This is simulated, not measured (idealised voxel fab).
process module | voxel gate over fins
cross-section cut | 165 nm wide | cells 5 nm
A cross-section is a grid of square cells, given in bands from the top down. A band is one or more rows of cells.
Each band's line starts with the height of the band's top and of its bottom, in nm. Then come its materials from left to right, each with its width in nm. One material with "throughout" fills the band from edge to edge. "air" is empty space.
Height 0 is the level under which the wafer as received is all one material. The lowest band goes on downwards, as in "0 down".
A width such as "30 to 40" changes by the same amount from each row of cells to the next, from the band's top row to its bottom row.
"no change" after a step means that no cell of the cross-section changed.
closed voids: empty space of 8 cells or more with no open way to the top, each as width x height at its distance from the left edge, in nm
after a step's settings: what the simulator itself notes on the step
overlay nm, on a step with a mask: how far to the right of its planned place the mask lay; to the left if negative
plan
1 op RECEIVE | material Si
2 op CONFORMAL_DEP | material SiN | thk nm 5
3 op DIRECTIONAL_DEP | material aC | thk nm 15
4 op PATTERN | tone cover | mask id FINS | material resist | width nm 15 | pitch nm 40 | thk nm 35 | overlay nm 0
5 op DIRECTIONAL_ETCH | etch materials aC | depth nm 15
6 op STRIP | etch materials resist
7 op DIRECTIONAL_ETCH | etch materials SiN | depth nm 5
8 op DIRECTIONAL_ETCH | etch materials Si | depth nm 35
9 op STRIP | etch materials aC
10 op FILL_DEP | material SiO2 | thk nm 5
11 op CMP | height nm 5
12 op SELECTIVE_ETCH | etch materials SiO2 | depth nm 15
13 op STRIP | etch materials SiN
14 op CONFORMAL_DEP | material HfO2 | thk nm 5
15 op CONFORMAL_DEP | material TiN | thk nm 5
16 op FILL_DEP | material W | thk nm 15
17 op CMP | height nm 20
18 op CONFORMAL_DEP | material SiN | thk nm 10
as received, after step 1
  0 down: Si throughout
  closed voids: none
first wafer at the end, as planned
  30 to 20: SiN throughout
  20 to 10: W throughout
  10 to 5: W 5 | TiN 35 | W 5 | TiN 35 | W 5 | TiN 35 | W 5 | TiN 35 | W 5
  5 to 0: W 5 | TiN 5 | HfO2 25 | TiN 5 | W 5 | TiN 5 | HfO2 25 | TiN 5 | W 5 | TiN 5 | HfO2 25 | TiN 5 | W 5 | TiN 5 | HfO2 25 | TiN 5 | W 5
  0 to -5: TiN 10 | HfO2 5 | Si 15 | HfO2 5 | TiN 15 | HfO2 5 | Si 15 | HfO2 5 | TiN 15 | HfO2 5 | Si 15 | HfO2 5 | TiN 15 | HfO2 5 | Si 15 | HfO2 5 | TiN 10
  -5 to -10: HfO2 15 | Si 15 | HfO2 25 | Si 15 | HfO2 25 | Si 15 | HfO2 25 | Si 15 | HfO2 15
  -10 to -35: SiO2 15 | Si 15 | SiO2 25 | Si 15 | SiO2 25 | Si 15 | SiO2 25 | Si 15 | SiO2 15
  -35 down: Si throughout
  closed voids: none
second wafer at the end: like start, like plan, one mistake
  30 to 20: SiN throughout
  20 to 10: W throughout
  10 to 5: W 5 | TiN 35 | W 5 | TiN 35 | W 5 | TiN 35 | W 5 | TiN 35 | W 5
  5 to 0: W 5 | TiN 5 | HfO2 25 | TiN 5 | W 5 | TiN 5 | HfO2 25 | TiN 5 | W 5 | TiN 5 | HfO2 25 | TiN 5 | W 5 | TiN 5 | HfO2 25 | TiN 5 | W 5
  0 to -5: TiN 10 | HfO2 5 | Si 15 | HfO2 5 | TiN 15 | HfO2 5 | Si 15 | HfO2 5 | TiN 15 | HfO2 5 | Si 15 | HfO2 5 | TiN 15 | HfO2 5 | Si 15 | HfO2 5 | TiN 10
  -5 to -10: HfO2 15 | Si 15 | HfO2 25 | Si 15 | HfO2 25 | Si 15 | HfO2 25 | Si 15 | HfO2 15
  -10 to -70: SiO2 15 | Si 15 | SiO2 25 | Si 15 | SiO2 25 | Si 15 | SiO2 25 | Si 15 | SiO2 15
  -70 down: Si throughout
  closed voids: none
what went wrong: step 8 was run twice
at the end the second wafer has, in cells: 147 fewer of Si | 147 more of SiO2
